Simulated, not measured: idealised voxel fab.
process module | voxel ribs on slabs
cross-section cut | 290 nm wide | cells 5 nm
A cross-section is a grid of square cells, given in bands from the top down. A band is one or more rows of cells.
Each band's line starts with the height of the band's top and of its bottom, in nm. Then come its materials from left to right, each with its width in nm. One material with "throughout" fills the band from edge to edge. "air" is empty space.
Height 0 is the level under which the wafer as received is all one material. The lowest band goes on downwards, as in "0 down".
A width such as "30 to 40" changes by the same amount from each row of cells to the next, from the band's top row to its bottom row.
"no change" after a step means that no cell of the cross-section changed.
closed voids: empty space of 8 cells or more with no open way to the top, each as width x height at its distance from the left edge, in nm
after a step's settings: what the simulator itself notes on the step
overlay nm, on a step with a mask: how far to the right of its planned place the mask lay; to the left if negative
plan
1 op RECEIVE | material Si
2 op DIRECTIONAL_DEP | material SiO2 | thk nm 25
3 op DIRECTIONAL_DEP | material polySi | thk nm 20
4 op PATTERN | tone cover | mask id RIB | material resist | width nm 20 | thk nm 15 | overlay nm 0
5 op DIRECTIONAL_ETCH | etch materials polySi | depth nm 15
6 op STRIP | etch materials resist
7 op PATTERN | tone cover | mask id SLAB | material resist | width nm 80 | thk nm 15 | overlay nm 0
8 op DIRECTIONAL_ETCH | etch materials polySi | depth nm 5
9 op STRIP | etch materials resist
10 op FILL_DEP | material SiO2 | thk nm 15
11 op CMP | height nm 55
12 op DIRECTIONAL_DEP | material W | thk nm 10
13 op MASKED_ETCH | tone cover | mask id HEATER | width nm 30 | etch materials W | depth nm 10 | overlay nm 0
14 op CONFORMAL_DEP | material SiN | thk nm 5
as received, after step 1
  0 down: Si throughout
  closed voids: none
first wafer at the end, as planned
  70 to 65: air 125 | SiN 40 | air 125
  65 to 60: air 125 | SiN 5 | W 30 | SiN 5 | air 125
  60 to 55: SiN 130 | W 30 | SiN 130
  55 to 45: SiO2 throughout
  45 to 30: SiO2 135 | polySi 20 | SiO2 135
  30 to 25: SiO2 105 | polySi 80 | SiO2 105
  25 to 0: SiO2 throughout
  0 down: Si throughout
  closed voids: none
second wafer at the end: like start, like plan, one mistake
  70 to 65: air 125 | SiN 40 | air 125
  65 to 60: air 125 | SiN 5 | W 30 | SiN 5 | air 125
  60 to 55: SiN 130 | W 30 | SiN 130
  55 to 45: SiO2 135 to 105 | polySi 20 to 80 | SiO2 135 to 105
  45 to 25: polySi throughout
  25 to 0: SiO2 throughout
  0 down: Si throughout
  closed voids: none
what went wrong: step 3 was run twice
at the end the second wafer has, in cells: 224 fewer of SiO2 | 224 more of polySi
